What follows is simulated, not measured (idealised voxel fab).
Process module name: voxel ribs on slabs
Cross-sectional view cut (width: 270 nm; square cell size: 5 nm).
Cross-section, as written here: a square-cell grid given band by band from the top down, where a band holds one or more rows of cells. Each band's line starts with the height of the band's top and of its bottom, in nm. Then come its materials from left to right, each with its width in nm. One material with "all across" fills the band from edge to edge. "blank" is empty space. All heights in this document are referenced to 0, defined as the level beneath which the wafer, as received, consists entirely of one material. The lowest band is not bounded below; it extends indefinitely downward and is written in the form "0 and below". Width: "30..40" (first number = top row, second number = bottom row, same change from row to row of cells). It should be understood that the words "changes: none", when stated for a given step, signify that the cross-section underwent no change in any of its cells during that step. Closed internal voids: empty space of 8 cells or more with no open way to the top, each as width x height at its distance from the left edge, in nm. Anything after a step's settings on that line? It's the simulator's own note about the step. overlay nm: step with mask; distance mask lay right of planned place; negative value = left of planned place.

**Below is the list of planned process steps**
1) RECEIVE,material Si
2) DIRECTIONAL_DEP,material SiO2,thk nm 30
3) DIRECTIONAL_DEP,material polySi,thk nm 20
4) PATTERN,tone cover,mask id RIB,material resist,width nm 20,thk nm 15,overlay nm 0
5) DIRECTIONAL_ETCH,etch materials polySi,depth nm 5
6) STRIP,etch materials resist
7) DIRECTIONAL_DEP,material aC,thk nm 15
8) PATTERN,tone cover,mask id SLAB,material resist,width nm 50,thk nm 35,overlay nm 0
9) DIRECTIONAL_ETCH,etch materials aC,depth nm 15
10) STRIP,etch materials resist
11) DIRECTIONAL_ETCH,etch materials polySi,depth nm 15
12) STRIP,etch materials aC
13) FILL_DEP,material SiO2,thk nm 25
14) CMP,height nm 65
15) DIRECTIONAL_DEP,material TiN,thk nm 5
16) PATTERN,tone cover,mask id HEATER,material resist,width nm 30,thk nm 15,overlay nm -15
17) DIRECTIONAL_ETCH,etch materials TiN,depth nm 5
18) STRIP,etch materials resist
19) CONFORMAL_DEP,material SiO2,thk nm 10
For this document, wafers share an identical start and vary in the step 16 overlay nm; the plan quotes the first wafer's value.

**As received, i.e. after step 1: cross-section through the first of several wafers**
0 and below  Si all across
Closed internal voids: none

**For your reference, the table is organized with a row per wafer; each row reflects the wafer at the end of the module, indicating for each material the cells gained (+) or lost (-) since receipt, and thereafter its closed voids**
overlay nm -15, +780 SiO2, +6 TiN, +34 polySi, Closed internal voids: none
overlay nm -10, +780 SiO2, +6 TiN, +34 polySi, Closed internal voids: none
overlay nm -5, +780 SiO2, +6 TiN, +34 polySi, Closed internal voids: none
overlay nm 0, +780 SiO2, +6 TiN, +34 polySi, Closed internal voids: none
overlay nm 5, +780 SiO2, +6 TiN, +34 polySi, Closed internal voids: none
overlay nm 10, +780 SiO2, +6 TiN, +34 polySi, Closed internal voids: none
overlay nm 15, +780 SiO2, +6 TiN, +34 polySi, Closed internal voids: none
